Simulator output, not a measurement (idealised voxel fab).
process module | voxel transistor to metal
cross-section cut | 155 nm wide | cells 5 nm
A cross-section is a grid of square cells, given in bands from the top down. A band is one or more rows of cells.
Each band's line starts with the height of the band's top and of its bottom, in nm. Then come its materials from left to right, each with its width in nm. One material with "throughout" fills the band from edge to edge. "air" is empty space.
Height 0 is the level under which the wafer as received is all one material. The lowest band goes on downwards, as in "0 down".
A width such as "30 to 40" changes by the same amount from each row of cells to the next, from the band's top row to its bottom row.
"no change" after a step means that no cell of the cross-section changed.
closed voids: empty space of 8 cells or more with no open way to the top, each as width x height at its distance from the left edge, in nm
after a step's settings: what the simulator itself notes on the step
overlay nm, on a step with a mask: how far to the right of its planned place the mask lay; to the left if negative
plan
1 op RECEIVE | material Si
2 op OXIDIZE | depth nm 5
3 op CONFORMAL_DEP | material SiN | thk nm 10
4 op MASKED_ETCH | tone cover | mask id ACTIVE | width nm 120 | etch materials SiN | depth nm 10 | overlay nm 0
5 op MASKED_ETCH | tone cover | mask id ACTIVE | width nm 120 | etch materials SiO2 | depth nm 5 | overlay nm 0
6 op MASKED_ETCH | tone cover | mask id ACTIVE | width nm 120 | etch materials Si | depth nm 20 | overlay nm 0
7 op FILL_DEP | material SiO2 | thk nm 15
8 op CMP | height nm 10
9 op SELECTIVE_ETCH | etch materials SiO2 | depth nm 10
10 op STRIP | etch materials SiN
11 op SELECTIVE_ETCH | etch materials SiO2 | depth nm 5
12 op OXIDIZE | depth nm 5
13 op DIRECTIONAL_DEP | material polySi | thk nm 20
14 op DIRECTIONAL_DEP | material SiCN | thk nm 10
15 op MASKED_ETCH | tone cover | mask id GATE | width nm 30 | etch materials SiCN | depth nm 20 | overlay nm 0
16 op MASKED_ETCH | tone cover | mask id GATE | width nm 30 | etch materials polySi | depth nm 30 | overlay nm 0
17 op CONFORMAL_DEP | material SiN | thk nm 10
18 op DIRECTIONAL_ETCH | etch materials SiN | depth nm 10
19 op DIRECTIONAL_ETCH | etch materials SiO2 | depth nm 5
20 op EPI | material pSi | thk nm 5
21 op FILL_DEP | material SiO2 | thk nm 5
22 op CMP | height nm 15
23 op STRIP | etch materials polySi
24 op SELECTIVE_ETCH | etch materials SiO2 | depth nm 5
25 op CONFORMAL_DEP | material HfO2 | thk nm 5
26 op CONFORMAL_DEP | material TiN | thk nm 5
27 op FILL_DEP | material W | thk nm 10
28 op CMP | height nm 10
29 op DIRECTIONAL_DEP | material SiO2 | thk nm 15
30 op PATTERN | tone open | mask id CONTACT | material resist | width nm 20 | pitch nm 80 | thk nm 15 | overlay nm 0
31 op DIRECTIONAL_ETCH | etch materials SiO2 | depth nm 30
32 op STRIP | etch materials resist
33 op CONFORMAL_DEP | material TiN | thk nm 5
34 op FILL_DEP | material W | thk nm 5
35 op CMP | height nm 25
36 op DIRECTIONAL_DEP | material TiN | thk nm 5
37 op DIRECTIONAL_DEP | material Ru | thk nm 20
38 op PATTERN | tone cover | mask id METAL_1 | material resist | width nm 20 | pitch nm 80 | thk nm 15 | overlay nm 0
39 op DIRECTIONAL_ETCH | etch materials Ru | depth nm 20
40 op DIRECTIONAL_ETCH | etch materials TiN | depth nm 5
41 op STRIP | etch materials resist
42 op FILL_DEP | material lowk | thk nm 5
43 op CMP | height nm 50
44 op CONFORMAL_DEP | material SiCN | thk nm 5
as received, after step 1
  0 down: Si throughout
  closed voids: none
a wafer at the end: this start, this plan, one mistake
  55 to 50: SiCN throughout
  50 to 30: lowk 25 | Ru 20 | lowk 60 | Ru 20 | lowk 30
  30 to 25: lowk 25 | TiN 20 | lowk 60 | TiN 20 | lowk 30
  25 to 10: SiO2 25 | TiN 5 | W 10 | TiN 5 | SiO2 60 | TiN 5 | W 10 | TiN 5 | SiO2 30
  10 to 0: SiO2 25 | TiN 5 | W 10 | TiN 5 | SiO2 5 | SiN 10 | HfO2 5 | TiN 5 | W 10 | TiN 5 | HfO2 5 | SiN 10 | SiO2 5 | TiN 5 | W 10 | TiN 5 | SiO2 30
  0 to -5: SiO2 25 | TiN 20 | SiO2 5 | SiN 10 | HfO2 5 | TiN 20 | HfO2 5 | SiN 10 | SiO2 5 | TiN 20 | SiO2 30
  -5 to -10: SiO2 10 | pSi 40 | SiO2 5 | HfO2 40 | SiO2 5 | pSi 40 | SiO2 15
  -10 to -45: SiO2 15 | Si 120 | SiO2 20
  -45 down: Si throughout
  closed voids: none
what went wrong: step 6 was run twice
